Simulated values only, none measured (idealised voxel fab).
Proc. module: voxel quadruple lines
Cross-sectional view cut (width: 270 nm; square cell size: 5 nm).
Format of a cross-section: grid, square cells. Given as bands. Order: top down. Band: one or more rows of cells. Top height, bottom height, nm. Materials left to right, width each, nm. Single material + "full width" = fills band edge to edge. "empty" = empty. Zero point of the height axis is 0; under it, received wafer = one material. Lowest band: continues down indefinitely, "z 0 and below". Quick explanation for "30..40": the width changes in equal steps down the rows of cells, from the first number in the band's top row to the second number in its bottom row. Basically "no alterations made" means that step didn't change any cell in the cross-section. Entry "Trapped cavities" = empty spaces >= 8 cells with no open way to the top; each as width x height at distance, distance from left edge, all nm. Post-settings text on a step line: simulator's own remark regarding the step. A step line may carry the setting "overlay nm", which, for steps involving a mask, states the distance by which the mask lay to the right of its intended position; negative values denote displacement to the left.
# Intended process steps
1) RECEIVE, material Si
2) CONFORMAL_DEP, material SiO2, thk nm 10
3) DIRECTIONAL_DEP, material TiN, thk nm 10
4) DIRECTIONAL_DEP, material polySi, thk nm 15
5) DIRECTIONAL_DEP, material aC, thk nm 20
6) PATTERN, tone cover, mask id MANDREL, material resist, width nm 25, thk nm 30, overlay nm 0
7) DIRECTIONAL_ETCH, etch materials aC, depth nm 20
8) STRIP, etch materials resist
9) CONFORMAL_DEP, material SiO2, thk nm 15
10) DIRECTIONAL_ETCH, etch materials SiO2, depth nm 15
11) STRIP, etch materials aC
12) DIRECTIONAL_ETCH, etch materials polySi, depth nm 15
13) STRIP, etch materials SiO2
14) CONFORMAL_DEP, material SiN, thk nm 10
15) DIRECTIONAL_ETCH, etch materials SiN, depth nm 10
16) STRIP, etch materials polySi
17) DIRECTIONAL_ETCH, etch materials TiN, depth nm 10
18) STRIP, etch materials SiN
19) FILL_DEP, material SiO2, thk nm 5
20) CMP, height nm 20
Variable across wafers: step 6 width nm (plan value is that of the first wafer; starting state common to all).
# First of several wafers, received after step 1, in cross-section
- z 0 and below: Si full width
- Trapped cavities: none
# Once step 20, the last step, is complete, the module is at its end; this is the cross-section of the first of several wafers
- z 20 to 10: SiO2 (95)  TiN (10)  SiO2 (15)  TiN (10)  SiO2 (5)  TiN (10)  SiO2 (15)  TiN (10)  SiO2 (100)
- z 10 to 0: SiO2 full width
- z 0 and below: Si full width
- Trapped cavities: none
# Last wafer x-sec, end of module
- z 20 to 10: SiO2 (85)  TiN (10)  SiO2 (15)  TiN (10)  SiO2 (30)  TiN (10)  SiO2 (15)  TiN (10)  SiO2 (85)
- z 10 to 0: SiO2 full width
- z 0 and below: Si full width
- Trapped cavities: none
# Rows = wafers. At module end, each row lists per material the cells gained (+) or lost (-) since the wafer was received, then the closed voids
width nm 25, +200 SiO2, +16 TiN, Trapped cavities: none
width nm 30, +200 SiO2, +16 TiN, Trapped cavities: none
width nm 35, +200 SiO2, +16 TiN, Trapped cavities: none
width nm 40, +200 SiO2, +16 TiN, Trapped cavities: none
width nm 45, +200 SiO2, +16 TiN, Trapped cavities: none
width nm 50, +200 SiO2, +16 TiN, Trapped cavities: none
